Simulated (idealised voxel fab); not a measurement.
Proc. module: voxel self aligned vias
FYI the section here is cut, 295 nm wide, cells are 5 nm squares.
Square cells in a grid make up a cross-section in this document, and the grid is given as bands, listed from the top down, each one or more rows of cells. Per band: top height and bottom height in nm, followed by the left-to-right materials and their widths in nm; "full width" marks a single material spanning edge to edge, "blank" marks empty space. Basically, 0 is our baseline, since under it the wafer straight out of the box is all one material. The bottom band has no lower end and keeps on going down, so it looks like "0 and below". With a width like "30..40", each row of cells in the band differs from the next by the same amount, the top row carrying the first number and the bottom row the second. Take "left unchanged" at face value: in the step it is given for, the cross-section changed in none of its cells. Enclosed voids (no open way to top), threshold 8 cells or more, entry "Entrapped void list", notation width x height at distance, distance from left edge, nm. If you see something after the settings on a step's line, that's the simulator's own remark about that step. "overlay nm" denotes, for a step that has a mask, the displacement of the mask to the right of its planned place, with negative values corresponding to the left.
PLANNED STEP LIST FOR THE PROCESS
1,RECEIVE (material Si)
2,CONFORMAL_DEP (material SiO2; thk nm 15)
3,CONFORMAL_DEP (material SiCN; thk nm 5)
4,DIRECTIONAL_DEP (material lowk; thk nm 25)
5,MASKED_ETCH (tone open; mask id LINES; width nm 15; pitch nm 70; etch materials lowk; depth nm 25; overlay nm 0)
6,CONFORMAL_DEP (material TiN; thk nm 5)
7,FILL_DEP (material W; thk nm 10)
8,CMP (height nm 45)
9,SELECTIVE_ETCH (etch materials W Ru TiN; depth nm 10)
10,FILL_DEP (material SiN; thk nm 5)
11,CMP (height nm 45)
12,DIRECTIONAL_DEP (material lowk; thk nm 20)
13,DIRECTIONAL_DEP (material aC; thk nm 15)
14,PATTERN (tone open; mask id VIAS; material resist; width nm 40; pitch nm 70; thk nm 35; overlay nm 0)
15,DIRECTIONAL_ETCH (etch materials aC; depth nm 15)
16,STRIP (etch materials resist)
17,DIRECTIONAL_ETCH (etch materials lowk; depth nm 20)
18,DIRECTIONAL_ETCH (etch materials SiN; depth nm 10)
19,STRIP (etch materials aC)
20,CONFORMAL_DEP (material TiN; thk nm 5)
21,FILL_DEP (material Cu; thk nm 10)
22,CMP (height nm 65)
23,CONFORMAL_DEP (material SiCN; thk nm 5)
The plan shows the width nm of step 5 as the first wafer had it; this setting differs between the wafers, which start out alike.
FIRST OF SEVERAL WAFERS (AS RECEIVED, POST STEP 1), CROSS-SECTIONAL VIEW
- 0 and below: Si full width
- Entrapped void list: none
ROW PER WAFER, END-OF-MODULE: CELL GAIN (+)/LOSS (-) BY MATERIAL SINCE THE WAFER CAME IN, THEN CLOSED VOIDS
width nm 15; +60 Cu; +118 SiCN; +177 SiO2; +75 TiN; +6 W; +390 lowk; Entrapped void list: none
width nm 20; +66 Cu; +118 SiCN; +177 SiO2; +78 TiN; +12 W; +375 lowk; Entrapped void list: none
width nm 25; +72 Cu; +118 SiCN; +177 SiO2; +81 TiN; +18 W; +360 lowk; Entrapped void list: none
width nm 30; +78 Cu; +118 SiCN; +177 SiO2; +84 TiN; +24 W; +345 lowk; Entrapped void list: none
width nm 35; +84 Cu; +118 SiCN; +177 SiO2; +87 TiN; +30 W; +330 lowk; Entrapped void list: none
